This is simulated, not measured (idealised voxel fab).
The document below concerns the process module designated voxel plated lines.
Cross-sectional view cut (width: 265 nm; square cell size: 5 nm).
A cross-section is written here as square cells arranged in a grid, and it is given in bands from the top down, each band taking up one or more rows of cells. Top, bottom (nm), then materials left to right with widths (nm); lone material tagged "everywhere" fills the whole band edge to edge; "empty" = empty space. A quick word on heights: they are counted from 0, and under that level the wafer as it came to us is one material throughout. The lowest band is different from the rest in having no bottom; it simply continues downward, written as in "0 down". The two numbers in a width such as "30 to 40" mark its ends across the band: the first belongs to the top row of cells, the second to the bottom row, and from each row to the next the width moves by the same amount. Key: "everything unchanged" - step with no changed cell in the cross-section. Look at "Sealed void inventory" for the closed voids: empty spaces with no open path to the top, sized 8 cells or up. Each is width x height at distance, distance from the left edge, all nm. Anything after a step's settings on that line? It's the simulator's own note about the step. For masked steps, "overlay nm" on the step line gives how far right of plan the mask actually lay; a minus sign means it lay to the left.

**Set out below are the planned steps of the process**
1: RECEIVE [material Si]
2: CONFORMAL_DEP [material SiO2] [thk nm 10]
3: DIRECTIONAL_DEP [material TiN] [thk nm 5]
4: PATTERN [tone open] [mask id LINES] [material resist] [width nm 30] [pitch nm 50] [thk nm 35] [overlay nm 0]
5: EPI [material Ru] [thk nm 10]
6: EPI [material Ru] [thk nm 10]
7: EPI [material Ru] [thk nm 10]
8: STRIP [etch materials resist]
9: DIRECTIONAL_ETCH [etch materials TiN] [depth nm 5]
10: CONFORMAL_DEP [material SiCN] [thk nm 5]

**Shown in cross-section is the wafer as received, that is, as it stands after step 1**
* 0 down = Si everywhere
* Sealed void inventory: none

**Here's the cross-section of the first of our two wafers at the end of the module - it ran as planned**
* 50 to 45 = 35 of empty, then 40 of SiCN, then 10 of empty, then 40 of SiCN, then 10 of empty, then 40 of SiCN, then 10 of empty, then 40 of SiCN, then 40 of empty
* 45 to 15 = 35 of empty, then 5 of SiCN, then 30 of Ru, then 5 of SiCN, then 10 of empty, then 5 of SiCN, then 30 of Ru, then 5 of SiCN, then 10 of empty, then 5 of SiCN, then 30 of Ru, then 5 of SiCN, then 10 of empty, then 5 of SiCN, then 30 of Ru, then 5 of SiCN, then 40 of empty
* 15 to 10 = 40 of SiCN, then 30 of TiN, then 20 of SiCN, then 30 of TiN, then 20 of SiCN, then 30 of TiN, then 20 of SiCN, then 30 of TiN, then 45 of SiCN
* 10 to 0 = SiO2 everywhere
* 0 down = Si everywhere
* Sealed void inventory: none

**Cross-section of the latter of the two wafers at module completion. It had an identical start and an identical plan to the former; in running it, one mistake was made**
* 20 to 15 = SiCN everywhere
* 15 to 0 = SiO2 everywhere
* 0 down = Si everywhere
* Sealed void inventory: none
What broke from the plan during processing? step 3 did not use the planned setting and instead ran as DIRECTIONAL_DEP [material SiO2] [thk nm 5]
It is noted that, at the conclusion of processing, the second wafer exhibits a higher or lower cell count for certain materials relative to the first: Ru: 144 fewer, SiCN: 56 fewer, SiO2: 53 more, TiN: 24 fewer
